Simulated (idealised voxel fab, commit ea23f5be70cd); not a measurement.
process module | voxel local oxidation
Each square cell in cross-section cut measures 5 nm, and the section as a whole is 265 nm wide.
Each cross-section below is a grid of square cells, stated as bands in top-down order, with one or more rows of cells making up each band. The entry gives the band's vertical extent as a top height and a bottom height in nm, then its horizontal make-up as materials from left to right, each with a width in nm. "air" stands for empty space; a single material marked "full width" fills the band edge to edge. Heights are measured from 0, the level below which the as-received wafer is all one material; the lowest band has no bottom and continues downward, written as in "0..down". You'd read "30 to 40" like this: the band's top row of cells is as wide as the first number, its bottom row is as wide as the second, and going down, every row changes width by the same amount as the row before did. "changes: none" for a step: no cell of the cross-section changed in that step. Listed in "Voids lacking openings": every empty space of 8 or more cells without an open way to the top. Form: width x height at distance, the distance being from the left edge, all in nm. What comes after the settings on a step's line is commentary from the simulator itself on that step. "overlay nm" on a masked step: distance the mask lay right of its planned place, negative for left.

Listed below are the process steps as planned
1. RECEIVE | material Si
2. CONFORMAL_DEP | material SiO2 | thk nm 5
3. CONFORMAL_DEP | material SiN | thk nm 15
4. DIRECTIONAL_DEP | material aC | thk nm 15
5. PATTERN | tone cover | mask id ACTIVE | material resist | width nm 115 | thk nm 35 | overlay nm 0
6. DIRECTIONAL_ETCH | etch materials aC | depth nm 15
7. STRIP | etch materials resist
8. DIRECTIONAL_ETCH | etch materials SiN | depth nm 15
9. STRIP | etch materials aC
10. SELECTIVE_ETCH | etch materials SiO2 | depth nm 5
11. OXIDIZE | depth nm 10
12. STRIP | etch materials SiN

The first of the two wafers, which ran as planned

Step 1 complete: cross-section of the wafer as received
> 0..down: Si full width
> Voids lacking openings: none

Step 2 complete: cross-section through the wafer
> 5..0: SiO2 full width
> For the remainder of the cross-section, below 0, there is no change.

Step 3 complete: cross-section through the wafer
> 20..5: SiN full width
> For the remainder of the cross-section, below 5, there is no change.

Step 4 complete: cross-section through the wafer
> 35..20: aC full width
> For the remainder of the cross-section, below 20, there is no change.

Step 5 complete: cross-section through the wafer
> 70..35: air: 75 / resist: 115 / air: 75
> For the remainder of the cross-section, below 35, there is no change.

Step 6 complete: cross-section through the wafer
> 55..35: air: 75 / resist: 115 / air: 75
> 35..20: air: 75 / aC: 115 / air: 75
> For the remainder of the cross-section, below 20, there is no change.

Step 7 complete: cross-section through the wafer
> 35..20: air: 75 / aC: 115 / air: 75
> For the remainder of the cross-section, below 20, there is no change.

Step 8 complete: cross-section through the wafer
> 35..20: air: 75 / aC: 115 / air: 75
> 20..5: air: 75 / SiN: 115 / air: 75
> For the remainder of the cross-section, below 5, there is no change.

Step 9 complete: cross-section through the wafer
> 20..5: air: 75 / SiN: 115 / air: 75
> For the remainder of the cross-section, below 5, there is no change.

Step 10 complete: cross-section through the wafer
> 20..5: air: 75 / SiN: 115 / air: 75
> 5..0: air: 80 / SiO2: 105 / air: 80
> For the remainder of the cross-section, below 0, there is no change.

Step 11 complete: cross-section through the wafer
> 20..5: air: 75 / SiN: 115 / air: 75
> 5..0: air: 80 / SiO2: 105 / air: 80
> 0..-10: SiO2: 90 / Si: 85 / SiO2: 90
> For the remainder of the cross-section, below -10, there is no change.

Step 12 complete: cross-section through the wafer
> 5..0: air: 80 / SiO2: 105 / air: 80
> For the remainder of the cross-section, below 0, there is no change.

Regarding the second of the two wafers: it shared the first wafer's starting condition and process plan, yet one error occurred during its execution. Its history coincides with that of the first wafer up to and including step 2

Second wafer: cross-section at the scheduled end of step 3
> 20..0: SiO2 full width
> For the remainder of the cross-section, below 0, there is no change.

Second wafer: cross-section at the scheduled end of step 4
> 35..20: aC full width
> For the remainder of the cross-section, below 20, there is no change.

Second wafer: cross-section at the scheduled end of step 5
> 70..35: air: 75 / resist: 115 / air: 75
> For the remainder of the cross-section, below 35, there is no change.

Second wafer: cross-section at the scheduled end of step 6
> 55..35: air: 75 / resist: 115 / air: 75
> 35..20: air: 75 / aC: 115 / air: 75
> For the remainder of the cross-section, below 20, there is no change.

Second wafer: cross-section at the scheduled end of step 7
> 35..20: air: 75 / aC: 115 / air: 75
> For the remainder of the cross-section, below 20, there is no change.

Second wafer: cross-section at the scheduled end of step 8: changes: none

Second wafer: cross-section at the scheduled end of step 9
> 20..0: SiO2 full width
> For the remainder of the cross-section, below 0, there is no change.

Second wafer: cross-section at the scheduled end of step 10
> 15..0: SiO2 full width
> For the remainder of the cross-section, below 0, there is no change.

Second wafer: cross-section at the scheduled end of step 11: changes: none

Second wafer: cross-section at the scheduled end of step 12: changes: none
Run error: not per plan at step 3, really ran CONFORMAL_DEP | material SiO2 | thk nm 15
Per the end-of-run cell counts, the second wafer holds more or fewer of some materials than the first: Si +72, SiO2 +66
